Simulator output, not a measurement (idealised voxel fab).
This is a process module. Its name is voxel quadruple lines.
Cross-sectional view cut (width: 290 nm; square cell size: 5 nm).
Each cross-section below is a grid of square cells, stated as bands in top-down order, with one or more rows of cells making up each band. For a band, the entry starts with two heights in nm, that of the top and then that of the bottom, and carries on with the band's materials in order from left to right, each alongside its width in nm; the word "throughout" beside a single material means it fills the band edge to edge, and "air" means empty space. Convention: height 0 is the level below which the wafer, as received, is all one material. The lowest band does not terminate at the bottom but continues downward, represented as "0 down". Width spec "30 to 40" -> top row of cells at first value, bottom row at second value, equal per-row change in between. The designation "everything unchanged", where it is given for a processing step, indicates that no cell of the cross-section was altered in the course of that step. Heads up: "Sealed void inventory" only lists the empty pockets with no open path to the top that are 8 cells or more, and it writes them as width x height at distance, distance from the left edge, in nm. The remark found on a step's line after its settings is issued by the simulator itself and pertains to that step. overlay nm: mask offset rightward from planned place, masked step; negative means leftward offset.

# These are the steps we planned for the process
- 1: RECEIVE, material Si
- 2: CONFORMAL_DEP, material Al2O3, thk nm 10
- 3: DIRECTIONAL_DEP, material Ru, thk nm 10
- 4: DIRECTIONAL_DEP, material polySi, thk nm 20
- 5: DIRECTIONAL_DEP, material aC, thk nm 20
- 6: PATTERN, tone cover, mask id MANDREL, material resist, width nm 25, thk nm 25, overlay nm 0
- 7: DIRECTIONAL_ETCH, etch materials aC, depth nm 20
- 8: STRIP, etch materials resist
- 9: CONFORMAL_DEP, material SiO2, thk nm 15
- 10: DIRECTIONAL_ETCH, etch materials SiO2, depth nm 15
- 11: STRIP, etch materials aC
- 12: DIRECTIONAL_ETCH, etch materials polySi, depth nm 20
- 13: STRIP, etch materials SiO2
- 14: CONFORMAL_DEP, material SiN, thk nm 5
- 15: DIRECTIONAL_ETCH, etch materials SiN, depth nm 5
- 16: STRIP, etch materials polySi
- 17: DIRECTIONAL_ETCH, etch materials Ru, depth nm 10
- 18: STRIP, etch materials SiN

# First wafer out of two, processed as planned

# Shown in cross-section is the wafer as received, that is, as it stands after step 1
- 0 down: Si throughout
- Sealed void inventory: none

# Cross-section of the wafer subsequent to step 2
- 10 to 0: Al2O3 throughout
- Heights below 0 show no change.

# Cross-section of the wafer subsequent to step 3
- 20 to 10: Ru throughout
- Heights below 10 show no change.

# Cross-section of the wafer subsequent to step 4
- 40 to 20: polySi throughout
- Heights below 20 show no change.

# Cross-section of the wafer subsequent to step 5
- 60 to 40: aC throughout
- Heights below 40 show no change.

# Cross-section of the wafer subsequent to step 6
- 85 to 60: air 130 / resist 25 / air 135
- Heights below 60 show no change.

# Cross-section of the wafer subsequent to step 7
- 65 to 60: air 130 / resist 25 / air 135
- 60 to 40: air 130 / aC 25 / air 135
- Heights below 40 show no change.

# Cross-section of the wafer subsequent to step 8
- 60 to 40: air 130 / aC 25 / air 135
- Heights below 40 show no change.

# Cross-section of the wafer subsequent to step 9
- 75 to 60: air 115 / SiO2 55 / air 120
- 60 to 55: air 115 / SiO2 15 / aC 25 / SiO2 15 / air 120
- 55 to 40: SiO2 130 / aC 25 / SiO2 135
- Heights below 40 show no change.

# Cross-section of the wafer subsequent to step 10
- 60 to 40: air 115 / SiO2 15 / aC 25 / SiO2 15 / air 120
- Heights below 40 show no change.

# Cross-section of the wafer subsequent to step 11
- 60 to 40: air 115 / SiO2 15 / air 25 / SiO2 15 / air 120
- Heights below 40 show no change.

# Cross-section of the wafer subsequent to step 12
- 60 to 40: air 115 / SiO2 15 / air 25 / SiO2 15 / air 120
- 40 to 20: air 115 / polySi 15 / air 25 / polySi 15 / air 120
- Heights below 20 show no change.

# Cross-section of the wafer subsequent to step 13
- 40 to 20: air 115 / polySi 15 / air 25 / polySi 15 / air 120
- Heights below 20 show no change.

# Cross-section of the wafer subsequent to step 14
- 45 to 40: air 110 / SiN 25 / air 15 / SiN 25 / air 115
- 40 to 25: air 110 / SiN 5 / polySi 15 / SiN 5 / air 15 / SiN 5 / polySi 15 / SiN 5 / air 115
- 25 to 20: SiN 115 / polySi 15 / SiN 25 / polySi 15 / SiN 120
- Heights below 20 show no change.

# Cross-section of the wafer subsequent to step 15
- 40 to 20: air 110 / SiN 5 / polySi 15 / SiN 5 / air 15 / SiN 5 / polySi 15 / SiN 5 / air 115
- Heights below 20 show no change.

# Cross-section of the wafer subsequent to step 16
- 40 to 20: air 110 / SiN 5 / air 15 / SiN 5 / air 15 / SiN 5 / air 15 / SiN 5 / air 115
- Heights below 20 show no change.

# Cross-section of the wafer subsequent to step 17
- 40 to 20: air 110 / SiN 5 / air 15 / SiN 5 / air 15 / SiN 5 / air 15 / SiN 5 / air 115
- 20 to 10: air 110 / Ru 5 / air 15 / Ru 5 / air 15 / Ru 5 / air 15 / Ru 5 / air 115
- Heights below 10 show no change.

# Cross-section of the wafer subsequent to step 18
- 20 to 10: air 110 / Ru 5 / air 15 / Ru 5 / air 15 / Ru 5 / air 15 / Ru 5 / air 115
- Heights below 10 show no change.

# The second wafer began exactly as the first did and followed the same plan, but one mistake was made while running it; through step 2 inclusive, the two wafers are identical

# Cross-sectional representation of the second wafer at the time designated in the plan for the completion of step 3
- 15 to 10: Ru throughout
- Heights below 10 show no change.

# Cross-sectional representation of the second wafer at the time designated in the plan for the completion of step 4
- 35 to 15: polySi throughout
- Heights below 15 show no change.

# Cross-sectional representation of the second wafer at the time designated in the plan for the completion of step 5
- 55 to 35: aC throughout
- Heights below 35 show no change.

# Cross-sectional representation of the second wafer at the time designated in the plan for the completion of step 6
- 80 to 55: air 130 / resist 25 / air 135
- Heights below 55 show no change.

# Cross-sectional representation of the second wafer at the time designated in the plan for the completion of step 7
- 60 to 55: air 130 / resist 25 / air 135
- 55 to 35: air 130 / aC 25 / air 135
- Heights below 35 show no change.

# Cross-sectional representation of the second wafer at the time designated in the plan for the completion of step 8
- 55 to 35: air 130 / aC 25 / air 135
- Heights below 35 show no change.

# Cross-sectional representation of the second wafer at the time designated in the plan for the completion of step 9
- 70 to 55: air 115 / SiO2 55 / air 120
- 55 to 50: air 115 / SiO2 15 / aC 25 / SiO2 15 / air 120
- 50 to 35: SiO2 130 / aC 25 / SiO2 135
- Heights below 35 show no change.

# Cross-sectional representation of the second wafer at the time designated in the plan for the completion of step 10
- 55 to 35: air 115 / SiO2 15 / aC 25 / SiO2 15 / air 120
- Heights below 35 show no change.

# Cross-sectional representation of the second wafer at the time designated in the plan for the completion of step 11
- 55 to 35: air 115 / SiO2 15 / air 25 / SiO2 15 / air 120
- Heights below 35 show no change.

# Cross-sectional representation of the second wafer at the time designated in the plan for the completion of step 12
- 55 to 35: air 115 / SiO2 15 / air 25 / SiO2 15 / air 120
- 35 to 15: air 115 / polySi 15 / air 25 / polySi 15 / air 120
- Heights below 15 show no change.

# Cross-sectional representation of the second wafer at the time designated in the plan for the completion of step 13
- 35 to 15: air 115 / polySi 15 / air 25 / polySi 15 / air 120
- Heights below 15 show no change.

# Cross-sectional representation of the second wafer at the time designated in the plan for the completion of step 14
- 40 to 35: air 110 / SiN 25 / air 15 / SiN 25 / air 115
- 35 to 20: air 110 / SiN 5 / polySi 15 / SiN 5 / air 15 / SiN 5 / polySi 15 / SiN 5 / air 115
- 20 to 15: SiN 115 / polySi 15 / SiN 25 / polySi 15 / SiN 120
- Heights below 15 show no change.

# Cross-sectional representation of the second wafer at the time designated in the plan for the completion of step 15
- 35 to 15: air 110 / SiN 5 / polySi 15 / SiN 5 / air 15 / SiN 5 / polySi 15 / SiN 5 / air 115
- Heights below 15 show no change.

# Cross-sectional representation of the second wafer at the time designated in the plan for the completion of step 16
- 35 to 15: air 110 / SiN 5 / air 15 / SiN 5 / air 15 / SiN 5 / air 15 / SiN 5 / air 115
- Heights below 15 show no change.

# Cross-sectional representation of the second wafer at the time designated in the plan for the completion of step 17
- 35 to 15: air 110 / SiN 5 / air 15 / SiN 5 / air 15 / SiN 5 / air 15 / SiN 5 / air 115
- 15 to 10: air 110 / Ru 5 / air 15 / Ru 5 / air 15 / Ru 5 / air 15 / Ru 5 / air 115
- Heights below 10 show no change.

# Cross-sectional representation of the second wafer at the time designated in the plan for the completion of step 18
- 15 to 10: air 110 / Ru 5 / air 15 / Ru 5 / air 15 / Ru 5 / air 15 / Ru 5 / air 115
- Heights below 10 show no change.
Misprocessing identified: step 3 went in with a setting other than planned; the actual run was DIRECTIONAL_DEP, material Ru, thk nm 5
Looking at both finished wafers in cells, the second ends up ahead of or behind the first on some materials: 4 fewer of Ru
